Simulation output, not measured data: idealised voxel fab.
Name of the process module below: voxel capacitor over wiring
Section cut is 155 nm wide and gridded with 5 nm square cells.
Cross-sections here: square-cell grids, written as top-down lists of bands, a band being one or more rows of cells. The band entry comprises the height of the band's top followed by the height of its bottom, expressed in nm, and subsequently the band's materials from left to right, each stated together with its width in nm. Where a single material is marked with the word "edge to edge", that material fills the band from edge to edge. The word "air" represents empty space. Height 0 is the level under which the wafer as received is all one material. The lowest band goes on downwards, as in "top 0, no bottom". It should be noted that a width expressed as "30 to 40" varies in equal increments from row to row of cells within the band, taking the value of the first number at the top row and that of the second number at the bottom row. It should be understood that the words "nothing different", when stated for a given step, signify that the cross-section underwent no change in any of its cells during that step. Enclosed voids (no open way to top), threshold 8 cells or more, entry "Enclosed void list", notation width x height at distance, distance from left edge, nm. Read whatever lies past the settings on a step's line as the simulator's own remark about the step. For masked steps, "overlay nm" on the step line gives how far right of plan the mask actually lay; a minus sign means it lay to the left.
PLANNED STEP LIST FOR THE PROCESS
1: RECEIVE with material Si
2: CONFORMAL_DEP with material SiO2, thk nm 15
3: CONFORMAL_DEP with material SiN, thk nm 5
4: DIRECTIONAL_DEP with material SiO2, thk nm 25
5: PATTERN with tone open, mask id METAL_1, material resist, width nm 25, pitch nm 80, thk nm 15, overlay nm 0
6: DIRECTIONAL_ETCH with etch materials SiO2, depth nm 25
7: DIRECTIONAL_ETCH with etch materials SiN, depth nm 5
8: STRIP with etch materials resist
9: CONFORMAL_DEP with material TiN, thk nm 5
10: FILL_DEP with material Cu, thk nm 10
11: CMP with height nm 45
12: CONFORMAL_DEP with material SiCN, thk nm 5
13: DIRECTIONAL_DEP with material lowk, thk nm 20
14: DIRECTIONAL_DEP with material aC, thk nm 10
15: PATTERN with tone open, mask id PLUG_1, material resist, width nm 15, thk nm 30, overlay nm 0
16: DIRECTIONAL_ETCH with etch materials aC, depth nm 10
17: STRIP with etch materials resist
18: DIRECTIONAL_ETCH with etch materials lowk, depth nm 20
19: DIRECTIONAL_ETCH with etch materials SiCN, depth nm 5
20: STRIP with etch materials aC
21: EPI with material Ru, thk nm 10
22: EPI with material Ru, thk nm 10
23: EPI with material Ru, thk nm 5
24: DIRECTIONAL_DEP with material TiN, thk nm 5
25: DIRECTIONAL_DEP with material SiN, thk nm 5
26: DIRECTIONAL_DEP with material TiN, thk nm 10
27: MASKED_ETCH with tone cover, mask id UPPER_PLATE, width nm 60, etch materials TiN, depth nm 10, overlay nm 0
28: MASKED_ETCH with tone cover, mask id UPPER_PLATE, width nm 60, etch materials SiN, depth nm 5, overlay nm 0
29: MASKED_ETCH with tone cover, mask id LOWER_PLATE, width nm 70, etch materials TiN, depth nm 5, overlay nm 0
30: FILL_DEP with material SiO2, thk nm 20
31: CMP with height nm 105
32: MASKED_ETCH with tone open, mask id PLUG_2, width nm 15, etch materials SiO2, depth nm 15, overlay nm 0
33: CONFORMAL_DEP with material TiN, thk nm 5
34: FILL_DEP with material W, thk nm 5
35: CMP with height nm 105
36: CONFORMAL_DEP with material SiN, thk nm 5
INCOMING WAFER IN CROSS-SECTION (STATE: AFTER STEP 1)
* top 0, no bottom | Si edge to edge
* Enclosed void list: none
FINAL WAFER PROFILE IN CROSS-SECTION AFTER THE MODULE, FROM THE SAME START AND PLAN AS ABOVE, WITH ONE MISTAKE MADE DURING PROCESSING
* top 110, bottom 105 | SiN edge to edge
* top 105, bottom 95 | 45 nm SiO2 / 5 nm TiN / 5 nm W / 5 nm TiN / 95 nm SiO2
* top 95, bottom 90 | 45 nm SiO2 / 15 nm TiN / 95 nm SiO2
* top 90, bottom 80 | 35 nm SiO2 / 60 nm TiN / 60 nm SiO2
* top 80, bottom 75 | 35 nm SiO2 / 60 nm SiN / 60 nm SiO2
* top 75, bottom 70 | 30 nm SiO2 / 70 nm TiN / 55 nm SiO2
* top 70, bottom 50 | 35 nm lowk / 15 nm Ru / 105 nm lowk
* top 50, bottom 45 | 35 nm SiCN / 15 nm Ru / 105 nm SiCN
* top 45, bottom 25 | 25 nm SiO2 / 5 nm TiN / 15 nm Cu / 5 nm TiN / 55 nm SiO2 / 5 nm TiN / 15 nm Cu / 5 nm TiN / 25 nm SiO2
* top 25, bottom 20 | 25 nm SiO2 / 25 nm TiN / 55 nm SiO2 / 25 nm TiN / 25 nm SiO2
* top 20, bottom 5 | SiO2 edge to edge
* top 5, bottom 0 | SiN edge to edge
* top 0, no bottom | Si edge to edge
* Enclosed void list: none
Misprocessing identified: steps 2 and 3 were swapped
